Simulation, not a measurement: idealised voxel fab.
The name of this process module is voxel released beams.
Cross-section cut spans 290 nm and uses square cells 5 nm in size.
A cross-section is written here as square cells arranged in a grid, and it is given in bands from the top down, each band taking up one or more rows of cells. For a band, the entry starts with two heights in nm, that of the top and then that of the bottom, and carries on with the band's materials in order from left to right, each alongside its width in nm; the word "throughout" beside a single material means it fills the band edge to edge, and "air" means empty space. Height reference: 0 = level under which incoming wafer is all one material. Lowest band: no bottom, runs on downward, e.g. "0 down". Note: "30->40" means the width goes from the first number (top row of the band) to the second number (bottom row) in equal steps per row of cells. What does "remains unaltered" mean for a step? It means no cell of the cross-section changed in that step. Entry "Unvented voids" = empty spaces >= 8 cells with no open way to the top; each as width x height at distance, distance from left edge, all nm. after a step's settings: what the simulator itself notes on the step. When a step includes a mask, the "overlay nm" setting on its line states how far to the right of its planned place that mask lay, and negative values state how far to the left.
This section lists the process steps that were planned
1 RECEIVE, material Si
2 CONFORMAL_DEP, material SiN, thk nm 10
3 DIRECTIONAL_DEP, material SiO2, thk nm 20
4 MASKED_ETCH, tone open, mask id ANCHOR, width nm 35, etch materials SiO2, depth nm 20, overlay nm 0
5 CONFORMAL_DEP, material polySi, thk nm 10
6 MASKED_ETCH, tone cover, mask id BEAM, width nm 90, etch materials polySi, depth nm 10, overlay nm 0
7 STRIP, etch materials SiO2
Cross-section, incoming material, after step 1
> 0 down  Si throughout
> Unvented voids: none
Final wafer profile in cross-section after the module, from the same start and plan as above, with one mistake made during processing
> 20 to 10  air 95 / polySi 90 / air 105
> 10 to 0  SiN throughout
> 0 down  Si throughout
> Unvented voids: none
The mistake made against the process plan was this: the run left out plan step 3 entirely, so it was never executed
